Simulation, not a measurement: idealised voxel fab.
Process module, titled voxel wiring stack
The cross-section shown here is cut; it is 160 nm wide and divided into square cells measuring 5 nm on a side.
Cross-section spec: square-cell grid; bands listed top down; each band is one or more rows. Band: top height; bottom height; in nm. Then, left to right: material with width in nm, for each material. "full width": a single material spanning edge to edge. "blank": empty space. Below 0: as-received wafer, all one material; heights counted from there. Lowest band: no bottom, goes on down, written "0 nm and below". Quick explanation for "30 to 40": the width changes in equal steps down the rows of cells, from the first number in the band's top row to the second number in its bottom row. Reading "remained unchanged" for a step: not a cell of the cross-section changed in it. Reported under the label "Closed void listing" are the empty spaces having no open way to the top and comprising 8 cells or more; the notation for each is width x height at distance, in which the distance is measured from the left edge and all three values are in nm. It should be noted that, on the line of a given step, the content following the step's settings is a remark produced by the simulator itself with respect to that step. Regarding "overlay nm": on a step with a mask, it is the distance the mask lay to the right of its planned place; a negative value places it to the left.
## Process steps foreseen in the plan
1 RECEIVE with material Si
2 CONFORMAL_DEP with material SiO2, thk nm 15
3 DIRECTIONAL_DEP with material TiN, thk nm 5
4 DIRECTIONAL_DEP with material W, thk nm 15
5 DIRECTIONAL_DEP with material aC, thk nm 10
6 PATTERN with tone cover, mask id METAL_1, material resist, width nm 20, pitch nm 45, thk nm 25, overlay nm 0
7 DIRECTIONAL_ETCH with etch materials aC, depth nm 10
8 STRIP with etch materials resist
9 DIRECTIONAL_ETCH with etch materials W, depth nm 15
10 DIRECTIONAL_ETCH with etch materials TiN, depth nm 5
11 STRIP with etch materials aC
12 CONFORMAL_DEP with material SiN, thk nm 5
13 FILL_DEP with material lowk, thk nm 10
14 CMP with height nm 35
15 CONFORMAL_DEP with material SiCN, thk nm 5
16 DIRECTIONAL_DEP with material lowk, thk nm 20
17 PATTERN with tone open, mask id PLUG_1, material resist, width nm 15, thk nm 15, overlay nm 0
18 DIRECTIONAL_ETCH with etch materials lowk, depth nm 20
19 DIRECTIONAL_ETCH with etch materials SiCN, depth nm 5
20 STRIP with etch materials resist
21 CONFORMAL_DEP with material TiN, thk nm 5
22 FILL_DEP with material W, thk nm 5
23 CMP with height nm 60
24 CONFORMAL_DEP with material SiN, thk nm 5
25 DIRECTIONAL_DEP with material lowk, thk nm 20
26 PATTERN with tone open, mask id METAL_2, material resist, width nm 20, pitch nm 45, thk nm 15, overlay nm 0
27 DIRECTIONAL_ETCH with etch materials lowk, depth nm 20
28 DIRECTIONAL_ETCH with etch materials SiN, depth nm 5
29 STRIP with etch materials resist
30 CONFORMAL_DEP with material TiN, thk nm 5
31 FILL_DEP with material Ru, thk nm 5
32 CMP with height nm 85
33 CONFORMAL_DEP with material SiCN, thk nm 5
34 DIRECTIONAL_DEP with material lowk, thk nm 10
35 MASKED_ETCH with tone open, mask id PLUG_2, width nm 15, pitch nm 45, etch materials lowk, depth nm 10, overlay nm 0
36 MASKED_ETCH with tone open, mask id PLUG_2, width nm 15, pitch nm 45, etch materials SiCN, depth nm 5, overlay nm 0
37 EPI with material Ru, thk nm 10
38 EPI with material Ru, thk nm 5
39 CONFORMAL_DEP with material SiCN, thk nm 5
40 DIRECTIONAL_DEP with material SiO2, thk nm 20
41 PATTERN with tone open, mask id METAL_3, material resist, width nm 20, pitch nm 45, thk nm 20, overlay nm 0
42 DIRECTIONAL_ETCH with etch materials SiO2, depth nm 20
43 DIRECTIONAL_ETCH with etch materials SiCN, depth nm 5
44 STRIP with etch materials resist
45 CONFORMAL_DEP with material TiN, thk nm 5
46 FILL_DEP with material Cu, thk nm 5
47 CMP with height nm 125
48 EPI with material Ru, thk nm 5
49 FILL_DEP with material SiCN, thk nm 5
## Received-state cross-section, reflecting completion of step 1
* 0 nm and below  Si full width
* Closed void listing: none
## Run as planned - first of the two wafers cross-sectioned at the end of the module
* 135 nm to 130 nm  SiCN full width
* 130 nm to 125 nm  40 nm SiCN, 30 nm Ru, 15 nm SiCN, 30 nm Ru, 45 nm SiCN
* 125 nm to 105 nm  45 nm SiO2, 5 nm TiN, 10 nm Cu, 5 nm TiN, 25 nm SiO2, 5 nm TiN, 10 nm Cu, 5 nm TiN, 50 nm SiO2
* 105 nm to 100 nm  45 nm SiCN, 20 nm TiN, 25 nm SiCN, 20 nm TiN, 50 nm SiCN
* 100 nm to 90 nm  45 nm lowk, 15 nm Ru, 30 nm lowk, 15 nm Ru, 55 nm lowk
* 90 nm to 85 nm  45 nm SiCN, 15 nm Ru, 30 nm SiCN, 15 nm Ru, 55 nm SiCN
* 85 nm to 65 nm  45 nm lowk, 5 nm TiN, 10 nm Ru, 5 nm TiN, 25 nm lowk, 5 nm TiN, 10 nm Ru, 5 nm TiN, 50 nm lowk
* 65 nm to 60 nm  45 nm SiN, 20 nm TiN, 25 nm SiN, 20 nm TiN, 50 nm SiN
* 60 nm to 40 nm  45 nm lowk, 5 nm TiN, 5 nm W, 5 nm TiN, 100 nm lowk
* 40 nm to 35 nm  45 nm SiCN, 15 nm TiN, 100 nm SiCN
* 35 nm to 20 nm  40 nm lowk, 5 nm SiN, 20 nm W, 5 nm SiN, 15 nm lowk, 5 nm SiN, 20 nm W, 5 nm SiN, 45 nm lowk
* 20 nm to 15 nm  45 nm SiN, 20 nm TiN, 25 nm SiN, 20 nm TiN, 50 nm SiN
* 15 nm to 0 nm  SiO2 full width
* 0 nm and below  Si full width
* Closed void listing: none
## Wafer two cross-section, module end. Start and plan unchanged from wafer one; one mistake made during the run
* 135 nm to 130 nm  SiCN full width
* 130 nm to 125 nm  Ru full width
* 125 nm to 120 nm  35 nm Cu, 5 nm TiN, 5 nm SiO2, 5 nm TiN, 30 nm Cu, 5 nm TiN, 5 nm SiO2, 5 nm TiN, 65 nm Cu
* 120 nm to 115 nm  40 nm TiN, 5 nm SiO2, 5 nm TiN, 10 nm Cu, 25 nm TiN, 5 nm SiO2, 5 nm TiN, 10 nm Cu, 55 nm TiN
* 115 nm to 105 nm  45 nm SiO2, 5 nm TiN, 10 nm Cu, 5 nm TiN, 25 nm SiO2, 5 nm TiN, 10 nm Cu, 5 nm TiN, 50 nm SiO2
* 105 nm to 100 nm  40 nm SiO2, 5 nm SiCN, 20 nm TiN, 20 nm SiO2, 5 nm SiCN, 20 nm TiN, 50 nm SiO2
* 100 nm to 95 nm  40 nm SiO2, 5 nm SiCN, 15 nm lowk, 5 nm SiCN, 20 nm SiO2, 5 nm SiCN, 15 nm lowk, 5 nm SiCN, 50 nm SiO2
* 95 nm to 90 nm  45 nm SiCN, 15 nm lowk, 30 nm SiCN, 15 nm lowk, 55 nm SiCN
* 90 nm to 85 nm  SiCN full width
* 85 nm to 65 nm  45 nm lowk, 5 nm TiN, 10 nm Ru, 5 nm TiN, 25 nm lowk, 5 nm TiN, 10 nm Ru, 5 nm TiN, 50 nm lowk
* 65 nm to 60 nm  45 nm SiN, 20 nm TiN, 25 nm SiN, 20 nm TiN, 50 nm SiN
* 60 nm to 40 nm  45 nm lowk, 5 nm TiN, 5 nm W, 5 nm TiN, 100 nm lowk
* 40 nm to 35 nm  45 nm SiCN, 15 nm TiN, 100 nm SiCN
* 35 nm to 20 nm  40 nm lowk, 5 nm SiN, 20 nm W, 5 nm SiN, 15 nm lowk, 5 nm SiN, 20 nm W, 5 nm SiN, 45 nm lowk
* 20 nm to 15 nm  45 nm SiN, 20 nm TiN, 25 nm SiN, 20 nm TiN, 50 nm SiN
* 15 nm to 0 nm  SiO2 full width
* 0 nm and below  Si full width
* Closed void listing: none
Here's what went sideways: step 35 was not run as planned; what actually ran was MASKED_ETCH with tone cover, mask id PLUG_2, width nm 15, pitch nm 45, etch materials lowk, depth nm 10, overlay nm 0
Looking at both finished wafers in cells, the second ends up ahead of or behind the first on some materials: Cu +22 | Ru +2 | SiCN -6 | TiN +22 | lowk -40
